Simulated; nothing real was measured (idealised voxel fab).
Title: Process Module voxel self aligned contacts
For reference, the cross-section in this document is cut, with width 195 nm and square cells of 5 nm.
Notation: cross-section as square-cell grid; stated in bands, top first, going down; one or more cell rows per band. What a band's entry tells you: where the top is and where the bottom is, as heights in nm, and after that what lies inside, material by material from left to right, each with its width in nm. Empty space is written as the word "empty", and a single material marked with the word "full width" occupies the band from edge to edge. Height datum 0, below which the as-received substrate wafer is one material. Lowest band open at the bottom, running downward: "from 0 down". So if you see something like "30..40" for the width, read it as the top row of the band sitting at the first number and the bottom row at the second, with every row in between moving by the same amount as the last. Given "remains unaltered" for a step, no cell of the cross-section differs between before and after that step. Closed-off voids of 8+ cells (no open route to the top) go in "Trapped void list", written width x height at distance from the left edge, in nm. Where a step's line continues beyond its settings, the continuation is a remark by the simulator itself on that step. When a step includes a mask, the "overlay nm" setting on its line states how far to the right of its planned place that mask lay, and negative values state how far to the left.

# Process steps foreseen in the plan
| 1 | RECEIVE | material Si |
| 2 | CONFORMAL_DEP | material SiO2 | thk nm 5 |
| 3 | DIRECTIONAL_DEP | material polySi | thk nm 25 |
| 4 | DIRECTIONAL_DEP | material SiN | thk nm 25 |
| 5 | DIRECTIONAL_DEP | material aC | thk nm 15 |
| 6 | PATTERN | tone cover | mask id GATE | material resist | width nm 25 | pitch nm 65 | thk nm 35 | overlay nm 0 |
| 7 | DIRECTIONAL_ETCH | etch materials aC | depth nm 15 |
| 8 | STRIP | etch materials resist |
| 9 | DIRECTIONAL_ETCH | etch materials SiN | depth nm 25 |
| 10 | DIRECTIONAL_ETCH | etch materials polySi | depth nm 25 |
| 11 | STRIP | etch materials aC |
| 12 | CONFORMAL_DEP | material SiN | thk nm 10 |
| 13 | DIRECTIONAL_ETCH | etch materials SiN | depth nm 10 |
| 14 | FILL_DEP | material SiO2 | thk nm 15 |
| 15 | CMP | height nm 50 |
| 16 | MASKED_ETCH | tone open | mask id CONTACT | width nm 50 | etch materials SiO2 | depth nm 60 | overlay nm 0 |
| 17 | CONFORMAL_DEP | material TiN | thk nm 5 |
| 18 | FILL_DEP | material Ru | thk nm 5 |
| 19 | CMP | height nm 60 |
| 20 | CONFORMAL_DEP | material SiN | thk nm 5 |
Among the wafers covered here, the point of difference is the height nm at step 15; their starting state is shared, and the plan presents the value of the first wafer.

# Step 1 complete: as-received cross-section of the first of several wafers
  from 0 down  Si full width
  Trapped void list: none

# Cross-section of the first of several wafers, taken after step 20, where the module ends
  from 65 to 60  SiN full width
  from 60 to 55  Ru full width
  from 55 to 50  TiN: 90 / Ru: 10 / TiN: 95
  from 50 to 30  SiO2: 40 / SiN: 45 / TiN: 5 / Ru: 10 / TiN: 5 / SiN: 45 / SiO2: 45
  from 30 to 5  SiO2: 40 / SiN: 10 / polySi: 25 / SiN: 10 / TiN: 5 / Ru: 10 / TiN: 5 / SiN: 10 / polySi: 25 / SiN: 10 / SiO2: 45
  from 5 to 0  SiO2: 85 / TiN: 20 / SiO2: 90
  from 0 down  Si full width
  Trapped void list: none

# So this is the cross-section on the last wafer at the end of the module
  from 65 to 60  SiN full width
  from 60 to 55  SiO2: 70 / TiN: 20 / Ru: 10 / TiN: 20 / SiO2: 75
  from 55 to 30  SiO2: 40 / SiN: 45 / TiN: 5 / Ru: 10 / TiN: 5 / SiN: 45 / SiO2: 45
  from 30 to 15  SiO2: 40 / SiN: 10 / polySi: 25 / SiN: 10 / TiN: 5 / Ru: 10 / TiN: 5 / SiN: 10 / polySi: 25 / SiN: 10 / SiO2: 45
  from 15 to 10  SiO2: 40 / SiN: 10 / polySi: 25 / SiN: 10 / TiN: 20 / SiN: 10 / polySi: 25 / SiN: 10 / SiO2: 45
  from 10 to 5  SiO2: 40 / SiN: 10 / polySi: 25 / SiN: 10 / SiO2: 20 / SiN: 10 / polySi: 25 / SiN: 10 / SiO2: 45
  from 5 to 0  SiO2 full width
  from 0 down  Si full width
  Trapped void list: none

# Basically each wafer gets a line in the table, showing it at the end of the module: material by material, the cells it gained (+) or lost (-) since we got it, then its closed voids
height nm 50 | +59 Ru | +151 SiN | +188 SiO2 | +59 TiN | +50 polySi | Trapped void list: none
height nm 55 | +22 Ru | +169 SiN | +205 SiO2 | +61 TiN | +50 polySi | Trapped void list: none
height nm 60 | +22 Ru | +169 SiN | +234 SiO2 | +32 TiN | +50 polySi | Trapped void list: none
height nm 65 | +20 Ru | +169 SiN | +238 SiO2 | +30 TiN | +50 polySi | Trapped void list: none
height nm 70 | +18 Ru | +169 SiN | +242 SiO2 | +28 TiN | +50 polySi | Trapped void list: none
